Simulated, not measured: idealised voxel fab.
process module | voxel ribs on slabs
cross-section cut | 270 nm wide | cells 5 nm
A cross-section is a grid of square cells, given in bands from the top down. A band is one or more rows of cells.
Each band's line starts with the height of the band's top and of its bottom, in nm. Then come its materials from left to right, each with its width in nm. One material with "throughout" fills the band from edge to edge. "air" is empty space.
Height 0 is the level under which the wafer as received is all one material. The lowest band goes on downwards, as in "0 down".
A width such as "30 to 40" changes by the same amount from each row of cells to the next, from the band's top row to its bottom row.
"no change" after a step means that no cell of the cross-section changed.
closed voids: empty space of 8 cells or more with no open way to the top, each as width x height at its distance from the left edge, in nm
after a step's settings: what the simulator itself notes on the step
overlay nm, on a step with a mask: how far to the right of its planned place the mask lay; to the left if negative
plan
1 op RECEIVE | material Si
2 op DIRECTIONAL_DEP | material SiO2 | thk nm 25
3 op DIRECTIONAL_DEP | material polySi | thk nm 25
4 op DIRECTIONAL_DEP | material aC | thk nm 15
5 op PATTERN | tone cover | mask id RIB | material resist | width nm 20 | thk nm 30 | overlay nm 0
6 op DIRECTIONAL_ETCH | etch materials aC | depth nm 15
7 op STRIP | etch materials resist
8 op DIRECTIONAL_ETCH | etch materials polySi | depth nm 15
9 op STRIP | etch materials aC
10 op MASKED_ETCH | tone cover | mask id SLAB | width nm 70 | etch materials polySi | depth nm 5 | overlay nm 0
11 op FILL_DEP | material SiO2 | thk nm 30
12 op CMP | height nm 70
13 op DIRECTIONAL_DEP | material TiN | thk nm 10
14 op MASKED_ETCH | tone cover | mask id HEATER | width nm 30 | etch materials TiN | depth nm 10 | overlay nm 0
15 op CONFORMAL_DEP | material SiO2 | thk nm 10
varied across the wafers: depth nm of step 10. The plan shows the first wafer's value. All wafers start alike
first wafer as received, after step 1
  0 down: Si throughout
  closed voids: none
first wafer at the end, after step 15
  90 to 80: air 110 | SiO2 50 | air 110
  80 to 70: SiO2 120 | TiN 30 | SiO2 120
  70 to 50: SiO2 throughout
  50 to 35: SiO2 125 | polySi 20 | SiO2 125
  35 to 30: SiO2 100 | polySi 70 | SiO2 100
  30 to 25: polySi throughout
  25 to 0: SiO2 throughout
  0 down: Si throughout
  closed voids: none
last wafer at the end
  90 to 80: air 110 | SiO2 50 | air 110
  80 to 70: SiO2 120 | TiN 30 | SiO2 120
  70 to 50: SiO2 throughout
  50 to 35: SiO2 125 | polySi 20 | SiO2 125
  35 to 25: SiO2 100 | polySi 70 | SiO2 100
  25 to 0: SiO2 throughout
  0 down: Si throughout
  closed voids: none
each wafer at the end: cells of each material gained (+) or lost (-) since it was received, then its closed voids
depth nm 5 | +792 SiO2 | +12 TiN | +80 polySi | closed voids: none
depth nm 10 | +832 SiO2 | +12 TiN | +40 polySi | closed voids: none
depth nm 15 | +832 SiO2 | +12 TiN | +40 polySi | closed voids: none
depth nm 20 | +832 SiO2 | +12 TiN | +40 polySi | closed voids: none
depth nm 25 | +832 SiO2 | +12 TiN | +40 polySi | closed voids: none
